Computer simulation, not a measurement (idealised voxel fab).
The process module presented herein is designated voxel wiring stack.
Xsec cut, 195 nm wide, square cell size 5 nm.
A cross-section is written here as square cells arranged in a grid, and it is given in bands from the top down, each band taking up one or more rows of cells. Look at the band entry: it leads with the top's height and the bottom's height in nm. Then it lists the materials left to right, with a width in nm for each. The word "throughout" on a single material says that material fills the band edge to edge. The word "blank" is empty space. Beneath 0, the wafer as received is one material, and that level is where height counting begins. The lowest band goes on downward without a bottom; it is written like "0..down". A width such as "30..40" changes by the same amount from each row of cells to the next, from the band's top row to its bottom row. "nothing got changed" after a step means that no cell of the cross-section changed. "Enclosed void list": empty spaces of 8 cells or more with no open way to the top, each given as width x height at distance, distance from the left edge, all in nm. The remark found on a step's line after its settings is issued by the simulator itself and pertains to that step. For masked steps, "overlay nm" on the step line gives how far right of plan the mask actually lay; a minus sign means it lay to the left.
Steps planned for the process:
| 1 | RECEIVE, material Si |
| 2 | CONFORMAL_DEP, material SiO2, thk nm 15 |
| 3 | DIRECTIONAL_DEP, material TiN, thk nm 5 |
| 4 | DIRECTIONAL_DEP, material W, thk nm 20 |
| 5 | MASKED_ETCH, tone cover, mask id METAL_1, width nm 25, pitch nm 55, etch materials W, depth nm 20, overlay nm 0 |
| 6 | MASKED_ETCH, tone cover, mask id METAL_1, width nm 25, pitch nm 55, etch materials TiN, depth nm 5, overlay nm 0 |
| 7 | CONFORMAL_DEP, material SiN, thk nm 5 |
| 8 | FILL_DEP, material lowk, thk nm 5 |
| 9 | CMP, height nm 40 |
| 10 | CONFORMAL_DEP, material SiCN, thk nm 5 |
| 11 | DIRECTIONAL_DEP, material SiO2, thk nm 15 |
| 12 | DIRECTIONAL_DEP, material aC, thk nm 10 |
| 13 | PATTERN, tone open, mask id PLUG_1, material resist, width nm 15, thk nm 25, overlay nm 0 |
| 14 | DIRECTIONAL_ETCH, etch materials aC, depth nm 10 |
| 15 | STRIP, etch materials resist |
| 16 | DIRECTIONAL_ETCH, etch materials SiO2, depth nm 15 |
| 17 | DIRECTIONAL_ETCH, etch materials SiCN, depth nm 5 |
| 18 | STRIP, etch materials aC |
| 19 | EPI, material Ru, thk nm 10 |
| 20 | EPI, material Ru, thk nm 10 |
| 21 | CONFORMAL_DEP, material SiN, thk nm 5 |
| 22 | DIRECTIONAL_DEP, material SiO2, thk nm 25 |
| 23 | PATTERN, tone open, mask id METAL_2, material resist, width nm 25, pitch nm 55, thk nm 15, overlay nm 0 |
| 24 | DIRECTIONAL_ETCH, etch materials SiO2, depth nm 25 |
| 25 | DIRECTIONAL_ETCH, etch materials SiN, depth nm 5 |
| 26 | STRIP, etch materials resist |
| 27 | CONFORMAL_DEP, material TiN, thk nm 5 |
| 28 | FILL_DEP, material W, thk nm 10 |
| 29 | CMP, height nm 90 |
| 30 | CONFORMAL_DEP, material SiN, thk nm 5 |
As-received state of the wafer in cross-section, equivalent to post-step 1:
* 0..down: Si throughout
* Enclosed void list: none
Below is the wafer in cross-section after the module was completed. It began from the starting point shown above and followed the plan shown above, except that one mistake was made while running it:
* 95..90: SiN throughout
* 90..65: SiO2 (55), TiN (5), W (15), TiN (5), SiO2 (30), TiN (5), W (15), TiN (5), SiO2 (60)
* 65..60: SiN (55), TiN (25), SiN (30), TiN (25), SiN (60)
* 60..45: SiO2 (55), SiN (5), TiN (5), SiN (5), SiO2 (125)
* 45..40: SiCN (55), SiN (5), TiN (5), SiN (5), SiCN (125)
* 40..20: SiCN throughout
* 20..15: TiN throughout
* 15..0: SiO2 throughout
* 0..down: Si throughout
* Enclosed void list: none
Diagnosis: step 4 was not run as planned; what actually ran was DIRECTIONAL_DEP, material SiCN, thk nm 20
